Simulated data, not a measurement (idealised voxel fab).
Module name: voxel self aligned contacts (process module)
Square cells of 5 nm make up the cross-section cut, whose width is 240 nm.
Each cross-section below is a grid of square cells, stated as bands in top-down order, with one or more rows of cells making up each band. It is stipulated that each band's entry specify, in nanometres, the height of the top of the band and then that of its bottom, followed by the materials of the band in left-to-right sequence, each together with its width in nanometres. A single material marked by the word "all across" is understood to fill the band from edge to edge; the word "empty" is understood to denote empty space. Height 0 is the level under which the wafer as received is all one material. The lowest band goes on downwards, as in "top 0, no bottom". A width given as "30 to 40" starts at the first number in the band's top row and ends at the second number in its bottom row, shifting by an equal amount at every step from row to row. What does "all unchanged" mean for a step? It means no cell of the cross-section changed in that step. Look at "Catalogued sealed voids" for the closed voids: empty spaces with no open path to the top, sized 8 cells or up. Each is width x height at distance, distance from the left edge, all nm. Past the settings on a step's line: simulator remark, on that step. "overlay nm" on a masked step: distance the mask lay right of its planned place, negative for left.

INTENDED PROCESS STEPS
1 RECEIVE,material Si
2 CONFORMAL_DEP,material SiO2,thk nm 5
3 DIRECTIONAL_DEP,material polySi,thk nm 20
4 DIRECTIONAL_DEP,material SiN,thk nm 20
5 MASKED_ETCH,tone cover,mask id GATE,width nm 25,pitch nm 65,etch materials SiN,depth nm 20,overlay nm 0
6 MASKED_ETCH,tone cover,mask id GATE,width nm 25,pitch nm 65,etch materials polySi,depth nm 20,overlay nm 0
7 CONFORMAL_DEP,material SiN,thk nm 10
8 DIRECTIONAL_ETCH,etch materials SiN,depth nm 10
9 FILL_DEP,material SiO2,thk nm 10
10 CMP,height nm 50
11 DIRECTIONAL_DEP,material aC,thk nm 15
12 PATTERN,tone open,mask id CONTACT,material resist,width nm 50,pitch nm 65,thk nm 30,overlay nm 0
13 DIRECTIONAL_ETCH,etch materials aC,depth nm 15
14 STRIP,etch materials resist
15 DIRECTIONAL_ETCH,etch materials SiO2,depth nm 50
16 STRIP,etch materials aC
17 CONFORMAL_DEP,material TiN,thk nm 5
18 FILL_DEP,material Ru,thk nm 10
19 CMP,height nm 50
20 CONFORMAL_DEP,material SiN,thk nm 5

THIS IS THE CROSS-SECTION OF THE WAFER AS WE RECEIVED IT, I.E. AFTER STEP 1
* top 0, no bottom  Si all across
* Catalogued sealed voids: none

END-OF-MODULE CROSS-SECTION. STARTING STRUCTURE AND PROCESS PLAN AS ABOVE; ONE MISTAKE MADE IN RUNNING IT
* top 55, bottom 50  SiN all across
* top 50, bottom 40  SiO2=60  TiN=5 to 20  Ru=40 to 10  TiN=5 to 20  SiO2=15  TiN=5 to 20  Ru=40 to 10  TiN=5 to 20  SiO2=65
* top 40, bottom 20  SiO2=30  SiN=45  TiN=5  Ru=10  TiN=5  SiN=45  TiN=5  Ru=10  TiN=5  SiN=45  SiO2=35
* top 20, bottom 5  SiO2=30  SiN=10  polySi=25  SiN=10  TiN=5  Ru=10  TiN=5  SiN=10  polySi=25  SiN=10  TiN=5  Ru=10  TiN=5  SiN=10  polySi=25  SiN=10  SiO2=35
* top 5, bottom 0  SiO2=30  SiN=10  polySi=25  SiN=10  TiN=20  SiN=10  polySi=25  SiN=10  TiN=20  SiN=10  polySi=25  SiN=10  SiO2=35
* top 0, no bottom  Si all across
* Catalogued sealed voids: none
Short version of what went wrong: yeah, step 2 of the plan got skipped, never ran
